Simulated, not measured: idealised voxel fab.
Process module heading - voxel released beams
The cross-section on display is named cut; it measures 230 nm wide, and its cells are 5 nm squares.
In this document a cross-section is written as a grid of square cells. It is given as a series of bands, listed from the top down, and a band is one or more rows of cells. The entry gives the band's vertical extent as a top height and a bottom height in nm, then its horizontal make-up as materials from left to right, each with a width in nm. "empty" stands for empty space; a single material marked "everywhere" fills the band edge to edge. Height 0 is the level under which the wafer as received is all one material. The lowest band goes on downwards, as in "0 and below". Read "30->40" as a graded width: first number on top, second number at the bottom, same change between each pair of neighbouring rows. Key: "nothing altered" - step with no changed cell in the cross-section. Enclosed voids (no open way to top), threshold 8 cells or more, entry "Closed void register", notation width x height at distance, distance from left edge, nm. On each step's line, the part that comes after the settings is the simulator's own comment on the step. For masked steps, "overlay nm" on the step line gives how far right of plan the mask actually lay; a minus sign means it lay to the left.
# Below is the list of planned process steps
| 1 | RECEIVE (material Si) |
| 2 | CONFORMAL_DEP (material Al2O3; thk nm 10) |
| 3 | DIRECTIONAL_DEP (material SiO2; thk nm 15) |
| 4 | PATTERN (tone open; mask id ANCHOR; material resist; width nm 35; thk nm 15; overlay nm 0) |
| 5 | DIRECTIONAL_ETCH (etch materials SiO2; depth nm 15) |
| 6 | STRIP (etch materials resist) |
| 7 | CONFORMAL_DEP (material polySi; thk nm 10) |
| 8 | DIRECTIONAL_DEP (material aC; thk nm 10) |
| 9 | PATTERN (tone cover; mask id BEAM; material resist; width nm 95; thk nm 25; overlay nm 0) |
| 10 | DIRECTIONAL_ETCH (etch materials aC; depth nm 10) |
| 11 | STRIP (etch materials resist) |
| 12 | DIRECTIONAL_ETCH (etch materials polySi; depth nm 10) |
| 13 | STRIP (etch materials aC) |
| 14 | STRIP (etch materials SiO2) |
# Delivered wafer in cross-section: state after step 1
    0 and below | Si everywhere
    Closed void register: none
# What the wafer looks like in cross-section after this module, when it starts as shown above and follows the plan above but one mistake is made in running it
    35 down to 25 | 65 empty  25 polySi  15 empty  55 polySi  70 empty
    25 down to 20 | 80 empty  10 polySi  15 empty  10 polySi  115 empty
    20 down to 10 | 80 empty  35 polySi  115 empty
    10 down to 0 | Al2O3 everywhere
    0 and below | Si everywhere
    Closed void register: none
Nonconformance to the process plan: step 4 was run on a setting that differed from the plan, and what really ran there is PATTERN (tone open; mask id ANCHOR; material resist; width nm 35; thk nm 15; overlay nm 10)
